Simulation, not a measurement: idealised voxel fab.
process module | voxel wiring stack
cross-section cut | 170 nm wide | cells 5 nm
A cross-section is a grid of square cells, given in bands from the top down. A band is one or more rows of cells.
Each band's line starts with the height of the band's top and of its bottom, in nm. Then come its materials from left to right, each with its width in nm. One material with "throughout" fills the band from edge to edge. "air" is empty space.
Height 0 is the level under which the wafer as received is all one material. The lowest band goes on downwards, as in "0 down".
A width such as "30 to 40" changes by the same amount from each row of cells to the next, from the band's top row to its bottom row.
"no change" after a step means that no cell of the cross-section changed.
closed voids: empty space of 8 cells or more with no open way to the top, each as width x height at its distance from the left edge, in nm
after a step's settings: what the simulator itself notes on the step
overlay nm, on a step with a mask: how far to the right of its planned place the mask lay; to the left if negative
plan
1 op RECEIVE | material Si
2 op CONFORMAL_DEP | material SiO2 | thk nm 15
3 op DIRECTIONAL_DEP | material TiN | thk nm 5
4 op DIRECTIONAL_DEP | material W | thk nm 25
5 op MASKED_ETCH | tone cover | mask id METAL_1 | width nm 30 | pitch nm 45 | etch materials W | depth nm 25 | overlay nm 0
6 op MASKED_ETCH | tone cover | mask id METAL_1 | width nm 30 | pitch nm 45 | etch materials TiN | depth nm 5 | overlay nm 0
7 op CONFORMAL_DEP | material SiCN | thk nm 5
8 op FILL_DEP | material SiO2 | thk nm 5
9 op CMP | height nm 45
10 op CONFORMAL_DEP | material SiCN | thk nm 5
11 op DIRECTIONAL_DEP | material SiO2 | thk nm 30
12 op DIRECTIONAL_DEP | material aC | thk nm 15
13 op PATTERN | tone open | mask id METAL_2_HOLES | material resist | width nm 15 | pitch nm 90 | thk nm 35 | overlay nm 0
14 op DIRECTIONAL_ETCH | etch materials aC | depth nm 15
15 op STRIP | etch materials resist
16 op DIRECTIONAL_ETCH | etch materials SiO2 | depth nm 30
17 op STRIP | etch materials aC
18 op PATTERN | tone open | mask id METAL_2 | material resist | width nm 30 | pitch nm 45 | thk nm 15 | overlay nm 0
19 op DIRECTIONAL_ETCH | etch materials SiO2 | depth nm 15
20 op DIRECTIONAL_ETCH | etch materials SiCN | depth nm 5
21 op STRIP | etch materials resist
22 op CONFORMAL_DEP | material TiN | thk nm 5
23 op FILL_DEP | material Ru | thk nm 10
24 op CMP | height nm 80
25 op CONFORMAL_DEP | material SiCN | thk nm 5
as received, after step 1
  0 down: Si throughout
  closed voids: none
first wafer at the end, as planned
  85 to 80: SiCN throughout
  80 to 70: SiO2 25 | TiN 5 | Ru 20 | TiN 5 | SiO2 15 | TiN 5 | Ru 20 | TiN 5 | SiO2 15 | TiN 5 | Ru 20 | TiN 5 | SiO2 25
  70 to 65: SiO2 25 | TiN 5 | Ru 5 | TiN 20 | SiO2 15 | TiN 30 | SiO2 15 | TiN 5 | Ru 5 | TiN 20 | SiO2 25
  65 to 50: SiO2 25 | TiN 5 | Ru 5 | TiN 5 | SiO2 75 | TiN 5 | Ru 5 | TiN 5 | SiO2 40
  50 to 45: SiCN 25 | TiN 15 | SiCN 75 | TiN 15 | SiCN 40
  45 to 20: SiO2 20 | SiCN 5 | W 30 | SiCN 5 | SiO2 5 | SiCN 5 | W 30 | SiCN 5 | SiO2 5 | SiCN 5 | W 30 | SiCN 5 | SiO2 20
  20 to 15: SiCN 25 | TiN 30 | SiCN 15 | TiN 30 | SiCN 15 | TiN 30 | SiCN 25
  15 to 0: SiO2 throughout
  0 down: Si throughout
  closed voids: none
second wafer at the end: like start, like plan, one mistake
  85 to 80: SiCN throughout
  80 to 70: SiO2 25 | TiN 5 | Ru 20 | TiN 5 | SiO2 15 | TiN 5 | Ru 20 | TiN 5 | SiO2 15 | TiN 5 | Ru 20 | TiN 5 | SiO2 25
  70 to 65: SiO2 25 | TiN 5 | Ru 5 | TiN 20 | SiO2 15 | TiN 30 | SiO2 15 | TiN 5 | Ru 5 | TiN 20 | SiO2 25
  65 to 50: SiO2 25 | TiN 5 | Ru 5 | TiN 5 | SiO2 75 | TiN 5 | Ru 5 | TiN 5 | SiO2 40
  50 to 45: SiCN 25 | TiN 15 | SiCN 75 | TiN 15 | SiCN 40
  45 to 25: W 25 | SiCN 5 | SiO2 20 | SiCN 5 | W 15 | SiCN 5 | SiO2 20 | SiCN 5 | W 15 | SiCN 5 | SiO2 20 | SiCN 5 | W 25
  25 to 20: W 25 | SiCN 30 | W 15 | SiCN 30 | W 15 | SiCN 30 | W 25
  20 to 15: TiN throughout
  15 to 0: SiO2 throughout
  0 down: Si throughout
  closed voids: none
what went wrong: step 5 ran as: op MASKED_ETCH | tone open | mask id METAL_1 | width nm 30 | pitch nm 45 | etch materials W | depth nm 25 | overlay nm 0
at the end the second wafer has, in cells: 4 fewer of SiCN | 2 fewer of SiO2 | 16 more of TiN | 10 fewer of W
